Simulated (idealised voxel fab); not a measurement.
Proc. module: voxel ribs on slabs
Square cells of 5 nm make up the cross-section cut, whose width is 285 nm.
The cross-sections in this document take the form of a grid made of square cells. They are written out as bands, in order from top to bottom. Each band consists of one or more rows of cells. A band entry consists of two parts. The first gives the height of the band's top and the height of its bottom, in nm. The rest lists the band's materials from left to right, each with its width in nm. A single material labelled with the word "edge to edge" fills the band from edge to edge, and the word "air" marks empty space. It should be noted that heights are counted from 0, beneath which the wafer as supplied is of one material throughout, and that the lowest band possesses no lower boundary but continues downward, as written in "0 down". Width: "30..40" (first number = top row, second number = bottom row, same change from row to row of cells). You'll sometimes find "everything unchanged" written for a step, and that's the way of saying that nowhere in the cross-section did a cell change during that step. Look at "Catalogued sealed voids" for the closed voids: empty spaces with no open path to the top, sized 8 cells or up. Each is width x height at distance, distance from the left edge, all nm. Heads up: the bit after the settings on a step's line is the simulator's remark on that step. Each step line may optionally specify "overlay nm", which for a step with a mask gives the rightward distance between the mask's planned place and where it lay, a negative value indicating the leftward direction.

The process steps that were planned are listed below
1) RECEIVE | material Si
2) DIRECTIONAL_DEP | material SiO2 | thk nm 30
3) DIRECTIONAL_DEP | material SiN | thk nm 15
4) DIRECTIONAL_DEP | material aC | thk nm 10
5) PATTERN | tone cover | mask id RIB | material resist | width nm 15 | thk nm 25 | overlay nm 0
6) DIRECTIONAL_ETCH | etch materials aC | depth nm 10
7) STRIP | etch materials resist
8) DIRECTIONAL_ETCH | etch materials SiN | depth nm 10
9) STRIP | etch materials aC
10) PATTERN | tone cover | mask id SLAB | material resist | width nm 45 | thk nm 15 | overlay nm 0
11) DIRECTIONAL_ETCH | etch materials SiN | depth nm 5
12) STRIP | etch materials resist
13) FILL_DEP | material SiO2 | thk nm 25
14) CMP | height nm 65
15) DIRECTIONAL_DEP | material W | thk nm 5
16) MASKED_ETCH | tone cover | mask id HEATER | width nm 25 | etch materials W | depth nm 5 | overlay nm 0
17) CONFORMAL_DEP | material SiO2 | thk nm 5

Delivered wafer in cross-section: state after step 1
> 0 down = Si edge to edge
> Catalogued sealed voids: none

Module complete - cross-section of the first of two wafers, run according to plan
> 75 to 70 = air 125 nm | SiO2 35 nm | air 125 nm
> 70 to 65 = SiO2 130 nm | W 25 nm | SiO2 130 nm
> 65 to 45 = SiO2 edge to edge
> 45 to 35 = SiO2 135 nm | SiN 15 nm | SiO2 135 nm
> 35 to 30 = SiO2 120 nm | SiN 45 nm | SiO2 120 nm
> 30 to 0 = SiO2 edge to edge
> 0 down = Si edge to edge
> Catalogued sealed voids: none

Cross-section of the latter of the two wafers at module completion. It had an identical start and an identical plan to the former; in running it, one mistake was made
> 75 to 70 = air 125 nm | SiO2 35 nm | air 125 nm
> 70 to 65 = SiO2 130 nm | W 25 nm | SiO2 130 nm
> 65 to 45 = SiO2 edge to edge
> 45 to 35 = SiO2 135 nm | SiN 15 nm | SiO2 135 nm
> 35 to 30 = SiO2 110 nm | SiN 45 nm | SiO2 130 nm
> 30 to 0 = SiO2 edge to edge
> 0 down = Si edge to edge
> Catalogued sealed voids: none
Diagnosis: off-plan run, step 10, actual operation and settings PATTERN | tone cover | mask id SLAB | material resist | width nm 45 | thk nm 15 | overlay nm -10
The two final wafers agree on how many cells each material fills and disagree on which cells those are.
